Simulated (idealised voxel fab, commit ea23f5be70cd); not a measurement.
process module | voxel gate over fins
cross-section cut | 265 nm wide | cells 5 nm
A cross-section is a grid of square cells, given in bands from the top down. A band is one or more rows of cells.
Each band's line starts with the height of the band's top and of its bottom, in nm. Then come its materials from left to right, each with its width in nm. One material with "throughout" fills the band from edge to edge. "air" is empty space.
Height 0 is the level under which the wafer as received is all one material. The lowest band goes on downwards, as in "0 down".
A width such as "30 to 40" changes by the same amount from each row of cells to the next, from the band's top row to its bottom row.
"no change" after a step means that no cell of the cross-section changed.
closed voids: empty space of 8 cells or more with no open way to the top, each as width x height at its distance from the left edge, in nm
after a step's settings: what the simulator itself notes on the step
overlay nm, on a step with a mask: how far to the right of its planned place the mask lay; to the left if negative
plan
1 op RECEIVE | material Si
2 op CONFORMAL_DEP | material SiN | thk nm 5
3 op DIRECTIONAL_DEP | material aC | thk nm 10
4 op PATTERN | tone cover | mask id FINS | material resist | width nm 15 | pitch nm 40 | thk nm 30 | overlay nm 0
5 op DIRECTIONAL_ETCH | etch materials aC | depth nm 10
6 op STRIP | etch materials resist
7 op DIRECTIONAL_ETCH | etch materials SiN | depth nm 5
8 op DIRECTIONAL_ETCH | etch materials Si | depth nm 30
9 op STRIP | etch materials aC
10 op OXIDIZE | depth nm 5
11 op FILL_DEP | material SiO2 | thk nm 15
12 op CMP | height nm 5
13 op SELECTIVE_ETCH | etch materials SiO2 | depth nm 20
14 op STRIP | etch materials SiN
15 op CONFORMAL_DEP | material HfO2 | thk nm 5
16 op CONFORMAL_DEP | material TiN | thk nm 5
17 op FILL_DEP | material W | thk nm 15
18 op CMP | height nm 20
19 op CONFORMAL_DEP | material SiN | thk nm 10
first wafer, as planned
as received, after step 1
  0 down: Si throughout
  closed voids: none
after step 2
  5 to 0: SiN throughout
  below 0: unchanged
after step 3
  15 to 5: aC throughout
  below 5: unchanged
after step 4
  45 to 15: air 105 | resist 15 | air 25 | resist 15 | air 105
  below 15: unchanged
after step 5
  35 to 15: air 105 | resist 15 | air 25 | resist 15 | air 105
  15 to 5: air 105 | aC 15 | air 25 | aC 15 | air 105
  below 5: unchanged
after step 6
  15 to 5: air 105 | aC 15 | air 25 | aC 15 | air 105
  below 5: unchanged
after step 7
  15 to 5: air 105 | aC 15 | air 25 | aC 15 | air 105
  5 to 0: air 105 | SiN 15 | air 25 | SiN 15 | air 105
  below 0: unchanged
after step 8
  15 to 5: air 105 | aC 15 | air 25 | aC 15 | air 105
  5 to 0: air 105 | SiN 15 | air 25 | SiN 15 | air 105
  0 to -30: air 105 | Si 15 | air 25 | Si 15 | air 105
  below -30: unchanged
after step 9
  5 to 0: air 105 | SiN 15 | air 25 | SiN 15 | air 105
  below 0: unchanged
after step 10
  5 to 0: air 105 | SiN 15 | air 25 | SiN 15 | air 105
  0 to -30: air 105 | SiO2 5 | Si 5 | SiO2 5 | air 25 | SiO2 5 | Si 5 | SiO2 5 | air 105
  -30 to -35: SiO2 110 | Si 5 | SiO2 35 | Si 5 | SiO2 110
  below -35: unchanged
after step 11
  20 to 5: SiO2 throughout
  5 to 0: SiO2 105 | SiN 15 | SiO2 25 | SiN 15 | SiO2 105
  0 to -35: SiO2 110 | Si 5 | SiO2 35 | Si 5 | SiO2 110
  below -35: unchanged
after step 12
  5 to 0: SiO2 105 | SiN 15 | SiO2 25 | SiN 15 | SiO2 105
  below 0: unchanged
after step 13
  5 to 0: air 105 | SiN 15 | air 25 | SiN 15 | air 105
  0 to -15: air 110 | Si 5 | air 35 | Si 5 | air 110
  below -15: unchanged
after step 14
  0 to -15: air 110 | Si 5 | air 35 | Si 5 | air 110
  below -15: unchanged
after step 15
  5 to 0: air 105 | HfO2 15 | air 25 | HfO2 15 | air 105
  0 to -10: air 105 | HfO2 5 | Si 5 | HfO2 5 | air 25 | HfO2 5 | Si 5 | HfO2 5 | air 105
  -10 to -15: HfO2 110 | Si 5 | HfO2 35 | Si 5 | HfO2 110
  below -15: unchanged
after step 16
  10 to 5: air 100 | TiN 25 | air 15 | TiN 25 | air 100
  5 to 0: air 100 | TiN 5 | HfO2 15 | TiN 5 | air 15 | TiN 5 | HfO2 15 | TiN 5 | air 100
  0 to -5: air 100 | TiN 5 | HfO2 5 | Si 5 | HfO2 5 | TiN 5 | air 15 | TiN 5 | HfO2 5 | Si 5 | HfO2 5 | TiN 5 | air 100
  -5 to -10: TiN 105 | HfO2 5 | Si 5 | HfO2 5 | TiN 25 | HfO2 5 | Si 5 | HfO2 5 | TiN 105
  below -10: unchanged
after step 17
  25 to 10: W throughout
  10 to 5: W 100 | TiN 25 | W 15 | TiN 25 | W 100
  5 to 0: W 100 | TiN 5 | HfO2 15 | TiN 5 | W 15 | TiN 5 | HfO2 15 | TiN 5 | W 100
  0 to -5: W 100 | TiN 5 | HfO2 5 | Si 5 | HfO2 5 | TiN 5 | W 15 | TiN 5 | HfO2 5 | Si 5 | HfO2 5 | TiN 5 | W 100
  below -5: unchanged
after step 18
  20 to 10: W throughout
  below 10: unchanged
after step 19
  30 to 20: SiN throughout
  below 20: unchanged
second wafer: like start, like plan, one mistake. Through step 3 it matches the first wafer
when step 4 should have ended
  45 to 15: air 115 | resist 15 | air 25 | resist 15 | air 95
  below 15: unchanged
when step 5 should have ended
  35 to 15: air 115 | resist 15 | air 25 | resist 15 | air 95
  15 to 5: air 115 | aC 15 | air 25 | aC 15 | air 95
  below 5: unchanged
when step 6 should have ended
  15 to 5: air 115 | aC 15 | air 25 | aC 15 | air 95
  below 5: unchanged
when step 7 should have ended
  15 to 5: air 115 | aC 15 | air 25 | aC 15 | air 95
  5 to 0: air 115 | SiN 15 | air 25 | SiN 15 | air 95
  below 0: unchanged
when step 8 should have ended
  15 to 5: air 115 | aC 15 | air 25 | aC 15 | air 95
  5 to 0: air 115 | SiN 15 | air 25 | SiN 15 | air 95
  0 to -30: air 115 | Si 15 | air 25 | Si 15 | air 95
  below -30: unchanged
when step 9 should have ended
  5 to 0: air 115 | SiN 15 | air 25 | SiN 15 | air 95
  below 0: unchanged
when step 10 should have ended
  5 to 0: air 115 | SiN 15 | air 25 | SiN 15 | air 95
  0 to -30: air 115 | SiO2 5 | Si 5 | SiO2 5 | air 25 | SiO2 5 | Si 5 | SiO2 5 | air 95
  -30 to -35: SiO2 120 | Si 5 | SiO2 35 | Si 5 | SiO2 100
  below -35: unchanged
when step 11 should have ended
  20 to 5: SiO2 throughout
  5 to 0: SiO2 115 | SiN 15 | SiO2 25 | SiN 15 | SiO2 95
  0 to -35: SiO2 120 | Si 5 | SiO2 35 | Si 5 | SiO2 100
  below -35: unchanged
when step 12 should have ended
  5 to 0: SiO2 115 | SiN 15 | SiO2 25 | SiN 15 | SiO2 95
  below 0: unchanged
when step 13 should have ended
  5 to 0: air 115 | SiN 15 | air 25 | SiN 15 | air 95
  0 to -15: air 120 | Si 5 | air 35 | Si 5 | air 100
  below -15: unchanged
when step 14 should have ended
  0 to -15: air 120 | Si 5 | air 35 | Si 5 | air 100
  below -15: unchanged
when step 15 should have ended
  5 to 0: air 115 | HfO2 15 | air 25 | HfO2 15 | air 95
  0 to -10: air 115 | HfO2 5 | Si 5 | HfO2 5 | air 25 | HfO2 5 | Si 5 | HfO2 5 | air 95
  -10 to -15: HfO2 120 | Si 5 | HfO2 35 | Si 5 | HfO2 100
  below -15: unchanged
when step 16 should have ended
  10 to 5: air 110 | TiN 25 | air 15 | TiN 25 | air 90
  5 to 0: air 110 | TiN 5 | HfO2 15 | TiN 5 | air 15 | TiN 5 | HfO2 15 | TiN 5 | air 90
  0 to -5: air 110 | TiN 5 | HfO2 5 | Si 5 | HfO2 5 | TiN 5 | air 15 | TiN 5 | HfO2 5 | Si 5 | HfO2 5 | TiN 5 | air 90
  -5 to -10: TiN 115 | HfO2 5 | Si 5 | HfO2 5 | TiN 25 | HfO2 5 | Si 5 | HfO2 5 | TiN 95
  below -10: unchanged
when step 17 should have ended
  25 to 10: W throughout
  10 to 5: W 110 | TiN 25 | W 15 | TiN 25 | W 90
  5 to 0: W 110 | TiN 5 | HfO2 15 | TiN 5 | W 15 | TiN 5 | HfO2 15 | TiN 5 | W 90
  0 to -5: W 110 | TiN 5 | HfO2 5 | Si 5 | HfO2 5 | TiN 5 | W 15 | TiN 5 | HfO2 5 | Si 5 | HfO2 5 | TiN 5 | W 90
  below -5: unchanged
when step 18 should have ended
  20 to 10: W throughout
  below 10: unchanged
when step 19 should have ended
  30 to 20: SiN throughout
  below 20: unchanged
what went wrong: step 4 ran as: op PATTERN | tone cover | mask id FINS | material resist | width nm 15 | pitch nm 40 | thk nm 30 | overlay nm 10
at the end the second wafer has, in cells: as many of each material as the first, in other places
